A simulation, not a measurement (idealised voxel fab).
Process module heading - voxel released beams
cross-section cut | 155 nm wide | cells 5 nm
In what follows, cross-sections appear as grids of square cells, described through bands that run from the top down, where every band is one or more rows of cells.
Quick guide to a band line: top height, bottom height (nm) up front; then every material left to right with its width in nm. Only one material and it's marked "throughout"? Then it fills the band edge to edge. And "empty" just means empty space.
We count height from 0. Below that, the starting wafer is all one material. The lowest band never ends at the bottom but goes on down; see "0 and below" for how that is written.
The width entry "30..40" should be interpreted row by row: the top row of cells in the band takes the first number, the bottom row takes the second number, and the change between adjacent rows is uniform throughout.
Any step labelled "nothing changed" changed none of the cells in the cross-section.
"Voids, sealed" lists enclosed empty spaces (at least 8 cells, no open path upward to the top), each as width x height at distance from the left edge, in nm.
Whatever follows a step's settings on its line is a remark the simulator itself makes about that step.
overlay nm, on a step with a mask: how far to the right of its planned place the mask lay; to the left if negative
For the reader: what remains of this document is a series of pairs, each showing a cross-section before one process step and a cross-section after that step which reaches down only to the lowest band that changed, with the step between them and its settings set out under the pair. It should not be assumed that a pair continues from the pair above it; the pairs can come from different runs of this module on the same starting wafer, and such continuity exists only where the entry headed "Pre-step snapshot" says so.
## Pre-step snapshot
> 0 and below | Si throughout
> Voids, sealed: none
## Structure After Step
> 10 down to 0 | SiN throughout
> Below a height of 0, the structure has not been altered.
> Voids, sealed: none
For reference, the processing step occurring between the two cross-sections presented above is as follows: CONFORMAL_DEP with material SiN, thk nm 10
Pre-step snapshot: this step begins from the cross-section that the pair just above shows after its step.
## Structure After Step
> 30 down to 10 | SiO2 throughout
> Below a height of 10, the structure has not been altered.
> Voids, sealed: none
For reference, the processing step occurring between the two cross-sections presented above is as follows: DIRECTIONAL_DEP with material SiO2, thk nm 20
Pre-step snapshot: this step begins from the cross-section that the pair just above shows after its step.
## Structure After Step
> 50 down to 30 | resist 25 nm; empty 45 nm; resist 85 nm
> Below a height of 30, the structure has not been altered.
> Voids, sealed: none
For reference, the processing step occurring between the two cross-sections presented above is as follows: PATTERN with tone open, mask id ANCHOR, material resist, width nm 45, thk nm 20, overlay nm 0
Pre-step snapshot: this step begins from the cross-section that the pair just above shows after its step.
## Structure After Step
> 50 down to 30 | resist 25 nm; empty 45 nm; resist 85 nm
> 30 down to 10 | SiO2 25 nm; empty 45 nm; SiO2 85 nm
> Below a height of 10, the structure has not been altered.
> Voids, sealed: none
For reference, the processing step occurring between the two cross-sections presented above is as follows: DIRECTIONAL_ETCH with etch materials SiO2, depth nm 20
Pre-step snapshot: this step begins from the cross-section that the pair just above shows after its step.
## Structure After Step
> 30 down to 10 | SiO2 25 nm; empty 45 nm; SiO2 85 nm
> Below a height of 10, the structure has not been altered.
> Voids, sealed: none
For reference, the processing step occurring between the two cross-sections presented above is as follows: STRIP with etch materials resist
Pre-step snapshot: this step begins from the cross-section that the pair just above shows after its step.
## Structure After Step
> 45 down to 30 | TiN 40 nm; empty 15 nm; TiN 100 nm
> 30 down to 25 | SiO2 25 nm; TiN 15 nm; empty 15 nm; TiN 15 nm; SiO2 85 nm
> 25 down to 10 | SiO2 25 nm; TiN 45 nm; SiO2 85 nm
> Below a height of 10, the structure has not been altered.
> Voids, sealed: none
For reference, the processing step occurring between the two cross-sections presented above is as follows: CONFORMAL_DEP with material TiN, thk nm 15
Pre-step snapshot: this step begins from the cross-section that the pair just above shows after its step.
## Structure After Step
> 45 down to 30 | empty 20 nm; TiN 20 nm; empty 15 nm; TiN 75 nm; empty 25 nm
> Below a height of 30, the structure has not been altered.
> Voids, sealed: none
For reference, the processing step occurring between the two cross-sections presented above is as follows: MASKED_ETCH with tone cover, mask id BEAM, width nm 110, etch materials TiN, depth nm 15, overlay nm 0
Pre-step snapshot: this step begins from the cross-section that the pair just above shows after its step.
## Structure After Step
> 45 down to 30 | empty 20 nm; TiN 20 nm; empty 15 nm; TiN 75 nm; empty 25 nm
> 30 down to 25 | empty 25 nm; TiN 15 nm; empty 15 nm; TiN 15 nm; empty 85 nm
> 25 down to 10 | empty 25 nm; TiN 45 nm; empty 85 nm
> Below a height of 10, the structure has not been altered.
> Voids, sealed: none
For reference, the processing step occurring between the two cross-sections presented above is as follows: STRIP with etch materials SiO2
## Pre-step snapshot
> 0 and below | Si throughout
> Voids, sealed: none
## Structure After Step
> 20 down to 0 | SiO2 throughout
> Below a height of 0, the structure has not been altered.
> Voids, sealed: none
For reference, the processing step occurring between the two cross-sections presented above is as follows: DIRECTIONAL_DEP with material SiO2, thk nm 20
Pre-step snapshot: this step begins from the cross-section that the pair just above shows after its step.
## Structure After Step
> 40 down to 20 | resist 25 nm; empty 45 nm; resist 85 nm
> Below a height of 20, the structure has not been altered.
> Voids, sealed: none
For reference, the processing step occurring between the two cross-sections presented above is as follows: PATTERN with tone open, mask id ANCHOR, material resist, width nm 45, thk nm 20, overlay nm 0
Pre-step snapshot: this step begins from the cross-section that the pair just above shows after its step.
## Structure After Step
> 40 down to 20 | resist 25 nm; empty 45 nm; resist 85 nm
> 20 down to 0 | SiO2 25 nm; empty 45 nm; SiO2 85 nm
> Below a height of 0, the structure has not been altered.
> Voids, sealed: none
For reference, the processing step occurring between the two cross-sections presented above is as follows: DIRECTIONAL_ETCH with etch materials SiO2, depth nm 20
Pre-step snapshot: this step begins from the cross-section that the pair just above shows after its step.
## Structure After Step
> 20 down to 0 | SiO2 25 nm; empty 45 nm; SiO2 85 nm
> Below a height of 0, the structure has not been altered.
> Voids, sealed: none
For reference, the processing step occurring between the two cross-sections presented above is as follows: STRIP with etch materials resist
Pre-step snapshot: this step begins from the cross-section that the pair just above shows after its step.
## Structure After Step
> 35 down to 20 | TiN 40 nm; empty 15 nm; TiN 100 nm
> 20 down to 15 | SiO2 25 nm; TiN 15 nm; empty 15 nm; TiN 15 nm; SiO2 85 nm
> 15 down to 0 | SiO2 25 nm; TiN 45 nm; SiO2 85 nm
> Below a height of 0, the structure has not been altered.
> Voids, sealed: none
For reference, the processing step occurring between the two cross-sections presented above is as follows: CONFORMAL_DEP with material TiN, thk nm 15
Pre-step snapshot: this step begins from the cross-section that the pair just above shows after its step.
## Structure After Step
> 35 down to 20 | empty 20 nm; TiN 20 nm; empty 15 nm; TiN 75 nm; empty 25 nm
> Below a height of 20, the structure has not been altered.
> Voids, sealed: none
For reference, the processing step occurring between the two cross-sections presented above is as follows: MASKED_ETCH with tone cover, mask id BEAM, width nm 110, etch materials TiN, depth nm 15, overlay nm 0
Pre-step snapshot: this step begins from the cross-section that the pair just above shows after its step.
## Structure After Step
> 35 down to 20 | empty 20 nm; TiN 20 nm; empty 15 nm; TiN 75 nm; empty 25 nm
> 20 down to 15 | empty 25 nm; TiN 15 nm; empty 15 nm; TiN 15 nm; empty 85 nm
> 15 down to 0 | empty 25 nm; TiN 45 nm; empty 85 nm
> Below a height of 0, the structure has not been altered.
> Voids, sealed: none
For reference, the processing step occurring between the two cross-sections presented above is as follows: STRIP with etch materials SiO2
## Pre-step snapshot
> 45 down to 30 | TiN 40 nm; empty 15 nm; TiN 100 nm
> 30 down to 25 | SiO2 25 nm; TiN 15 nm; empty 15 nm; TiN 15 nm; SiO2 85 nm
> 25 down to 10 | SiO2 25 nm; TiN 45 nm; SiO2 85 nm
> 10 down to 0 | SiN throughout
> 0 and below | Si throughout
> Voids, sealed: none
## Structure After Step
> 60 down to 30 | TiN throughout
> 30 down to 10 | SiO2 25 nm; TiN 45 nm; SiO2 85 nm
> Below a height of 10, the structure has not been altered.
> Voids, sealed: none
For reference, the processing step occurring between the two cross-sections presented above is as follows: CONFORMAL_DEP with material TiN, thk nm 15
Pre-step snapshot: this step begins from the cross-section that the pair just above shows after its step.
## Structure After Step
> 60 down to 45 | empty 20 nm; TiN 110 nm; empty 25 nm
> Below a height of 45, the structure has not been altered.
> Voids, sealed: none
For reference, the processing step occurring between the two cross-sections presented above is as follows: MASKED_ETCH with tone cover, mask id BEAM, width nm 110, etch materials TiN, depth nm 15, overlay nm 0
## Pre-step snapshot
> 20 down to 0 | SiO2 throughout
> 0 and below | Si throughout
> Voids, sealed: none
## Structure After Step
> 30 down to 20 | SiN throughout
> Below a height of 20, the structure has not been altered.
> Voids, sealed: none
For reference, the processing step occurring between the two cross-sections presented above is as follows: CONFORMAL_DEP with material SiN, thk nm 10
Pre-step snapshot: this step begins from the cross-section that the pair just above shows after its step.
## Structure After Step
> 50 down to 30 | resist 25 nm; empty 45 nm; resist 85 nm
> Below a height of 30, the structure has not been altered.
> Voids, sealed: none
For reference, the processing step occurring between the two cross-sections presented above is as follows: PATTERN with tone open, mask id ANCHOR, material resist, width nm 45, thk nm 20, overlay nm 0
Pre-step snapshot: this step begins from the cross-section that the pair just above shows after its step.
## Structure After Step
> 30 down to 20 | SiN throughout
> Below a height of 20, the structure has not been altered.
> Voids, sealed: none
For reference, the processing step occurring between the two cross-sections presented above is as follows: STRIP with etch materials resist
Pre-step snapshot: this step begins from the cross-section that the pair just above shows after its step.
## Structure After Step
> 45 down to 30 | TiN throughout
> Below a height of 30, the structure has not been altered.
> Voids, sealed: none
For reference, the processing step occurring between the two cross-sections presented above is as follows: CONFORMAL_DEP with material TiN, thk nm 15
Pre-step snapshot: this step begins from the cross-section that the pair just above shows after its step.
## Structure After Step
> 45 down to 30 | empty 20 nm; TiN 110 nm; empty 25 nm
> Below a height of 30, the structure has not been altered.
> Voids, sealed: none
For reference, the processing step occurring between the two cross-sections presented above is as follows: MASKED_ETCH with tone cover, mask id BEAM, width nm 110, etch materials TiN, depth nm 15, overlay nm 0
## Pre-step snapshot
> 30 down to 10 | SiO2 25 nm; empty 45 nm; SiO2 85 nm
> 10 down to 0 | SiN throughout
> 0 and below | Si throughout
> Voids, sealed: none
## Structure After Step
> 40 down to 30 | TiN 35 nm; empty 25 nm; TiN 95 nm
> 30 down to 20 | SiO2 25 nm; TiN 10 nm; empty 25 nm; TiN 10 nm; SiO2 85 nm
> 20 down to 10 | SiO2 25 nm; TiN 45 nm; SiO2 85 nm
> Below a height of 10, the structure has not been altered.
> Voids, sealed: none
For reference, the processing step occurring between the two cross-sections presented above is as follows: CONFORMAL_DEP with material TiN, thk nm 10
Pre-step snapshot: this step begins from the cross-section that the pair just above shows after its step.
## Structure After Step
> 40 down to 30 | empty 20 nm; TiN 15 nm; empty 25 nm; TiN 70 nm; empty 25 nm
> Below a height of 30, the structure has not been altered.
> Voids, sealed: none
For reference, the processing step occurring between the two cross-sections presented above is as follows: MASKED_ETCH with tone cover, mask id BEAM, width nm 110, etch materials TiN, depth nm 15, overlay nm 0
Pre-step snapshot: this step begins from the cross-section that the pair just above shows after its step.
## Structure After Step
> 40 down to 30 | empty 20 nm; TiN 15 nm; empty 25 nm; TiN 70 nm; empty 25 nm
> 30 down to 20 | empty 25 nm; TiN 10 nm; empty 25 nm; TiN 10 nm; empty 85 nm
> 20 down to 10 | empty 25 nm; TiN 45 nm; empty 85 nm
> Below a height of 10, the structure has not been altered.
> Voids, sealed: none
For reference, the processing step occurring between the two cross-sections presented above is as follows: STRIP with etch materials SiO2
## Pre-step snapshot
> 45 down to 30 | TiN 40 nm; empty 15 nm; TiN 100 nm
> 30 down to 25 | SiO2 25 nm; TiN 15 nm; empty 15 nm; TiN 15 nm; SiO2 85 nm
> 25 down to 10 | SiO2 25 nm; TiN 45 nm; SiO2 85 nm
> 10 down to 0 | SiN throughout
> 0 and below | Si throughout
> Voids, sealed: none
## Structure After Step
> 45 down to 30 | empty 25 nm; TiN 15 nm; empty 15 nm; TiN 75 nm; empty 25 nm
> Below a height of 30, the structure has not been altered.
> Voids, sealed: none
For reference, the processing step occurring between the two cross-sections presented above is as follows: MASKED_ETCH with tone cover, mask id BEAM, width nm 105, etch materials TiN, depth nm 15, overlay nm 0
Pre-step snapshot: this step begins from the cross-section that the pair just above shows after its step.
## Structure After Step
> 45 down to 30 | empty 25 nm; TiN 15 nm; empty 15 nm; TiN 75 nm; empty 25 nm
> 30 down to 25 | empty 25 nm; TiN 15 nm; empty 15 nm; TiN 15 nm; empty 85 nm
> 25 down to 10 | empty 25 nm; TiN 45 nm; empty 85 nm
> Below a height of 10, the structure has not been altered.
> Voids, sealed: none
For reference, the processing step occurring between the two cross-sections presented above is as follows: STRIP with etch materials SiO2
## Pre-step snapshot
> 45 down to 30 | TiN 40 nm; empty 15 nm; TiN 100 nm
> 30 down to 25 | SiO2 25 nm; TiN 15 nm; empty 15 nm; TiN 15 nm; SiO2 85 nm
> 25 down to 10 | SiO2 25 nm; TiN 45 nm; SiO2 85 nm
> 10 down to 0 | SiN throughout
> 0 and below | Si throughout
> Voids, sealed: none
## Structure After Step
> 45 down to 30 | empty 30 nm; TiN 10 nm; empty 15 nm; TiN 85 nm; empty 15 nm
> Below a height of 30, the structure has not been altered.
> Voids, sealed: none
For reference, the processing step occurring between the two cross-sections presented above is as follows: MASKED_ETCH with tone cover, mask id BEAM, width nm 110, etch materials TiN, depth nm 15, overlay nm 10
Pre-step snapshot: this step begins from the cross-section that the pair just above shows after its step.
## Structure After Step
> 45 down to 30 | empty 30 nm; TiN 10 nm; empty 15 nm; TiN 85 nm; empty 15 nm
> 30 down to 25 | empty 25 nm; TiN 15 nm; empty 15 nm; TiN 15 nm; empty 85 nm
> 25 down to 10 | empty 25 nm; TiN 45 nm; empty 85 nm
> Below a height of 10, the structure has not been altered.
> Voids, sealed: none
For reference, the processing step occurring between the two cross-sections presented above is as follows: STRIP with etch materials SiO2
## Pre-step snapshot
> 10 down to 0 | SiN throughout
> 0 and below | Si throughout
> Voids, sealed: none
## Structure After Step
> 30 down to 10 | TiN throughout
> Below a height of 10, the structure has not been altered.
> Voids, sealed: none
For reference, the processing step occurring between the two cross-sections presented above is as follows: DIRECTIONAL_DEP with material TiN, thk nm 20
Pre-step snapshot: this step begins from the cross-section that the pair just above shows after its step.
## Structure After Step
> 50 down to 30 | resist 25 nm; empty 45 nm; resist 85 nm
> Below a height of 30, the structure has not been altered.
> Voids, sealed: none
For reference, the processing step occurring between the two cross-sections presented above is as follows: PATTERN with tone open, mask id ANCHOR, material resist, width nm 45, thk nm 20, overlay nm 0
Pre-step snapshot: this step begins from the cross-section that the pair just above shows after its step.
## Structure After Step
> 30 down to 10 | TiN throughout
> Below a height of 10, the structure has not been altered.
> Voids, sealed: none
For reference, the processing step occurring between the two cross-sections presented above is as follows: STRIP with etch materials resist
Pre-step snapshot: this step begins from the cross-section that the pair just above shows after its step.
## Structure After Step
> 45 down to 10 | TiN throughout
> Below a height of 10, the structure has not been altered.
> Voids, sealed: none
For reference, the processing step occurring between the two cross-sections presented above is as follows: CONFORMAL_DEP with material TiN, thk nm 15
Pre-step snapshot: this step begins from the cross-section that the pair just above shows after its step.
## Structure After Step
> 45 down to 30 | empty 20 nm; TiN 110 nm; empty 25 nm
> Below a height of 30, the structure has not been altered.
> Voids, sealed: none
For reference, the processing step occurring between the two cross-sections presented above is as follows: MASKED_ETCH with tone cover, mask id BEAM, width nm 110, etch materials TiN, depth nm 15, overlay nm 0
## Pre-step snapshot
> 45 down to 30 | TiN 40 nm; empty 15 nm; TiN 100 nm
> 30 down to 25 | SiO2 25 nm; TiN 15 nm; empty 15 nm; TiN 15 nm; SiO2 85 nm
> 25 down to 10 | SiO2 25 nm; TiN 45 nm; SiO2 85 nm
> 10 down to 0 | SiN throughout
> 0 and below | Si throughout
> Voids, sealed: none
## Structure After Step
> 45 down to 30 | TiN 20 nm; empty 110 nm; TiN 25 nm
> 30 down to 10 | SiO2 25 nm; TiN 15 nm; empty 15 nm; TiN 15 nm; SiO2 85 nm
> Below a height of 10, the structure has not been altered.
> Voids, sealed: none
For reference, the processing step occurring between the two cross-sections presented above is as follows: MASKED_ETCH with tone open, mask id BEAM, width nm 110, etch materials TiN, depth nm 15, overlay nm 0
Pre-step snapshot: this step begins from the cross-section that the pair just above shows after its step.
## Structure After Step
> 30 down to 10 | empty 25 nm; TiN 15 nm; empty 15 nm; TiN 15 nm; empty 85 nm
> Below a height of 10, the structure has not been altered.
> Voids, sealed: none
For reference, the processing step occurring between the two cross-sections presented above is as follows: STRIP with etch materials SiO2
